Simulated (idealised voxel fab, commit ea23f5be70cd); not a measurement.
Name of the process module below: voxel tone inversion
The figure presents cross-section cut, which has a width of 255 nm and is divided into square cells with an edge length of 5 nm.
A cross-section is a grid of square cells, given in bands from the top down. A band is one or more rows of cells. Heads up on the band format: heights come first, top then bottom, in nm. After that it's the materials left to right, each with its width in nm. A single material flagged "everywhere" fills the whole band edge to edge, and "blank" means there's empty space there. Basically, 0 is our baseline, since under it the wafer straight out of the box is all one material. The bottom band has no lower end and keeps on going down, so it looks like "0 nm and below". The width entry "30->40" should be interpreted row by row: the top row of cells in the band takes the first number, the bottom row takes the second number, and the change between adjacent rows is uniform throughout. Step note "remained the same" = no cross-section cell changed. Closed empty spaces (no open way to the top) of 8 cells or more are what "Encapsulated voids" lists, each as width x height at distance from the left edge, nm for all three. Formally, on a step line, whatever follows the settings is a remark that the simulator itself makes on the step. A step's line can hold "overlay nm"; with a mask on that step, the setting says how far right of the planned place the mask lay, while a negative setting says it lay to the left.
These are the steps we planned for the process
1) RECEIVE (material Si)
2) CONFORMAL_DEP (material SiN; thk nm 10)
3) DIRECTIONAL_DEP (material polySi; thk nm 25)
4) PATTERN (tone cover; mask id POSTS; material resist; width nm 25; pitch nm 40; thk nm 30; overlay nm 0)
5) DIRECTIONAL_ETCH (etch materials polySi; depth nm 25)
6) STRIP (etch materials resist)
7) FILL_DEP (material lowk; thk nm 5)
8) CMP (height nm 35)
9) STRIP (etch materials polySi)
10) CONFORMAL_DEP (material TiN; thk nm 5)
11) FILL_DEP (material Cu; thk nm 10)
12) CMP (height nm 35)
13) CONFORMAL_DEP (material SiCN; thk nm 5)
Cross-section of the wafer upon arrival, representing the state reached after step 1
  0 nm and below  Si everywhere
  Encapsulated voids: none
Final cross-section, module run with one mistake (start and plan as above)
  40 nm to 35 nm  SiCN everywhere
  35 nm to 15 nm  lowk 100  TiN 5  Cu 10  TiN 5  lowk 20  TiN 5  Cu 10  TiN 5  lowk 95
  15 nm to 10 nm  lowk 100  TiN 20  lowk 20  TiN 20  lowk 95
  10 nm to 0 nm  SiN everywhere
  0 nm and below  Si everywhere
  Encapsulated voids: none
The mistake made against the process plan was this: note that step 4 departed from the planned setting and was carried out as PATTERN (tone cover; mask id POSTS; material resist; width nm 20; pitch nm 40; thk nm 30; overlay nm 0)
